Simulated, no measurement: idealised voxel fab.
This section sets out a process module, namely voxel spacer lines.
cross-section cut | 250 nm wide | cells 5 nm
For the purposes of this document, a cross-section shall be understood as a grid of square cells, specified as bands listed in top-to-bottom order, each band consisting of one or more rows of cells.
Look at the band entry: it leads with the top's height and the bottom's height in nm. Then it lists the materials left to right, with a width in nm for each. The word "everywhere" on a single material says that material fills the band edge to edge. The word "blank" is empty space.
Heights are expressed relative to 0, this being the level below which the as-received wafer comprises one material exclusively. The lowest band is unbounded in the downward direction and is denoted as in "0 nm and below".
The notation "30->40" denotes a width that varies across the rows of cells in the band, beginning at the first number in the top row, finishing at the second number in the bottom row, and changing by an identical amount from each row to the next.
Reading "nothing different" for a step: not a cell of the cross-section changed in it.
Enclosed voids (no open way to top), threshold 8 cells or more, entry "Internal closed voids", notation width x height at distance, distance from left edge, nm.
Step line, after settings: the simulator's comment on this step.
Among the settings permitted on a step's line is "overlay nm"; applied to a step with a mask, it specifies the extent to which the mask lay to the right of its planned position, whereas a negative figure signifies a position to the left.
The planned process steps are enumerated hereunder:
1) RECEIVE,material Si
2) CONFORMAL_DEP,material SiO2,thk nm 5
3) DIRECTIONAL_DEP,material TiN,thk nm 15
4) DIRECTIONAL_DEP,material aC,thk nm 30
5) PATTERN,tone cover,mask id MANDREL,material resist,width nm 25,pitch nm 80,thk nm 35,overlay nm 0
6) DIRECTIONAL_ETCH,etch materials aC,depth nm 30
7) STRIP,etch materials resist
8) CONFORMAL_DEP,material SiN,thk nm 15
9) DIRECTIONAL_ETCH,etch materials SiN,depth nm 15
10) STRIP,etch materials aC
11) DIRECTIONAL_ETCH,etch materials TiN,depth nm 15
12) STRIP,etch materials SiN
What sets these wafers apart? The thk nm at step 2. They all start alike, and the plan carries the first wafer's value.
Cut through the first of several wafers as received, post step 1:
	0 nm and below  Si everywhere
	Internal closed voids: none
Module end state after final step 12: cross-section of the first of several wafers:
	20 nm to 5 nm  55 of blank, 15 of TiN, 25 of blank, 15 of TiN, 25 of blank, 15 of TiN, 25 of blank, 15 of TiN, 60 of blank
	5 nm to 0 nm  SiO2 everywhere
	0 nm and below  Si everywhere
	Internal closed voids: none
Showing the last wafer in cross-section at the end of the module:
	40 nm to 25 nm  55 of blank, 15 of TiN, 25 of blank, 15 of TiN, 25 of blank, 15 of TiN, 25 of blank, 15 of TiN, 60 of blank
	25 nm to 0 nm  SiO2 everywhere
	0 nm and below  Si everywhere
	Internal closed voids: none
End of module, by wafer: material-by-material cell gain (+) or loss (-) since receipt, then closed voids:
thk nm 5, +50 SiO2, +36 TiN, Internal closed voids: none
thk nm 10, +100 SiO2, +36 TiN, Internal closed voids: none
thk nm 15, +150 SiO2, +36 TiN, Internal closed voids: none
thk nm 20, +200 SiO2, +36 TiN, Internal closed voids: none
thk nm 25, +250 SiO2, +36 TiN, Internal closed voids: none
